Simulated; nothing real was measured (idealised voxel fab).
process module | voxel local oxidation
cross-section cut | 265 nm wide | cells 5 nm
A cross-section is a grid of square cells, given in bands from the top down. A band is one or more rows of cells.
Each band's line starts with the height of the band's top and of its bottom, in nm. Then come its materials from left to right, each with its width in nm. One material with "throughout" fills the band from edge to edge. "air" is empty space.
Height 0 is the level under which the wafer as received is all one material. The lowest band goes on downwards, as in "0 down".
A width such as "30 to 40" changes by the same amount from each row of cells to the next, from the band's top row to its bottom row.
"no change" after a step means that no cell of the cross-section changed.
closed voids: empty space of 8 cells or more with no open way to the top, each as width x height at its distance from the left edge, in nm
after a step's settings: what the simulator itself notes on the step
overlay nm, on a step with a mask: how far to the right of its planned place the mask lay; to the left if negative
plan
1 op RECEIVE | material Si
2 op OXIDIZE | depth nm 5
3 op CONFORMAL_DEP | material SiN | thk nm 10
4 op MASKED_ETCH | tone cover | mask id ACTIVE | width nm 120 | etch materials SiN | depth nm 10 | overlay nm 0
5 op SELECTIVE_ETCH | etch materials SiO2 | depth nm 5
6 op OXIDIZE | depth nm 15
7 op STRIP | etch materials SiN
varied across the wafers: width nm of step 4. The plan shows the first wafer's value. All wafers start alike
first wafer as received, after step 1
  0 down: Si throughout
  closed voids: none
first wafer at the end, after step 7
  0 to -5: air 75 | SiO2 110 | air 80
  -5 to -20: SiO2 90 | Si 80 | SiO2 95
  -20 down: Si throughout
  closed voids: none
last wafer at the end
  0 to -5: air 65 | SiO2 135 | air 65
  -5 to -20: SiO2 80 | Si 105 | SiO2 80
  -20 down: Si throughout
  closed voids: none
each wafer at the end: cells of each material gained (+) or lost (-) since it was received, then its closed voids
width nm 120 | -164 Si | +133 SiO2 | closed voids: none
width nm 125 | -161 Si | +131 SiO2 | closed voids: none
width nm 130 | -158 Si | +129 SiO2 | closed voids: none
width nm 135 | -155 Si | +127 SiO2 | closed voids: none
width nm 140 | -152 Si | +125 SiO2 | closed voids: none
width nm 145 | -149 Si | +123 SiO2 | closed voids: none
